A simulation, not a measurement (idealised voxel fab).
Herein follows the process module entitled voxel self aligned vias.
250 nm wide, 5 nm square cells: that's cross-section cut.
When this document writes out a cross-section, it uses a grid of square cells and lists it as bands, beginning at the top and moving down, with a band standing for one or more rows of cells.
The entry gives the band's vertical extent as a top height and a bottom height in nm, then its horizontal make-up as materials from left to right, each with a width in nm. "empty" stands for empty space; a single material marked "edge to edge" fills the band edge to edge.
Zero point of the height axis is 0; under it, received wafer = one material. Lowest band: continues down indefinitely, "top 0, no bottom".
Width spec "30->40" -> top row of cells at first value, bottom row at second value, equal per-row change in between.
"left unchanged" -> step changed no cross-section cell.
Sealed void list: empty space of 8 cells or more with no open way to the top, each as width x height at its distance from the left edge, in nm
Formally, on a step line, whatever follows the settings is a remark that the simulator itself makes on the step.
The line of a step may include "overlay nm". On a step with a mask, this value is how far to the right of its planned place the mask lay. A negative value means the mask lay to the left.
SET OUT BELOW ARE THE PLANNED STEPS OF THE PROCESS
1. RECEIVE: material Si
2. CONFORMAL_DEP: material SiO2, thk nm 15
3. CONFORMAL_DEP: material SiCN, thk nm 5
4. DIRECTIONAL_DEP: material SiO2, thk nm 25
5. MASKED_ETCH: tone open, mask id LINES, width nm 25, pitch nm 65, etch materials SiO2, depth nm 25, overlay nm 0
6. CONFORMAL_DEP: material TiN, thk nm 5
7. FILL_DEP: material W, thk nm 5
8. CMP: height nm 45
9. SELECTIVE_ETCH: etch materials W Ru TiN, depth nm 10
10. FILL_DEP: material SiN, thk nm 10
11. CMP: height nm 45
12. DIRECTIONAL_DEP: material SiO2, thk nm 20
13. MASKED_ETCH: tone open, mask id VIAS, width nm 35, pitch nm 65, etch materials SiO2, depth nm 20, overlay nm 0
14. MASKED_ETCH: tone open, mask id VIAS, width nm 35, pitch nm 65, etch materials SiN, depth nm 10, overlay nm 0
15. CONFORMAL_DEP: material TiN, thk nm 5
16. FILL_DEP: material W, thk nm 10
17. CMP: height nm 65
18. CONFORMAL_DEP: material SiN, thk nm 5
SO THIS IS THE INCOMING WAFER IN CROSS-SECTION - IT'S ALREADY BEEN THROUGH STEP 1
	top 0, no bottom: Si edge to edge
	Sealed void list: none
STARTING WAFER: ABOVE. PLAN: ABOVE. RUN: ONE MISTAKE. CROSS-SECTION AFTER THE MODULE: BELOW
	top 70, bottom 65: SiN edge to edge
	top 65, bottom 50: W 70 nm | TiN 5 nm | SiO2 35 nm | TiN 5 nm | W 20 nm | TiN 5 nm | SiO2 35 nm | TiN 5 nm | W 70 nm
	top 50, bottom 45: TiN 75 nm | SiO2 35 nm | TiN 30 nm | SiO2 35 nm | TiN 75 nm
	top 45, bottom 35: SiO2 80 nm | SiN 25 nm | SiO2 40 nm | SiN 25 nm | SiO2 80 nm
	top 35, bottom 25: SiO2 80 nm | TiN 5 nm | W 15 nm | TiN 5 nm | SiO2 40 nm | TiN 5 nm | W 15 nm | TiN 5 nm | SiO2 80 nm
	top 25, bottom 20: SiO2 80 nm | TiN 25 nm | SiO2 40 nm | TiN 25 nm | SiO2 80 nm
	top 20, bottom 15: SiCN edge to edge
	top 15, bottom 0: SiO2 edge to edge
	top 0, no bottom: Si edge to edge
	Sealed void list: none
The mistake made against the process plan was this: in deviation from the planned setting, step 13 was conducted as MASKED_ETCH: tone cover, mask id VIAS, width nm 35, pitch nm 65, etch materials SiO2, depth nm 20, overlay nm 0
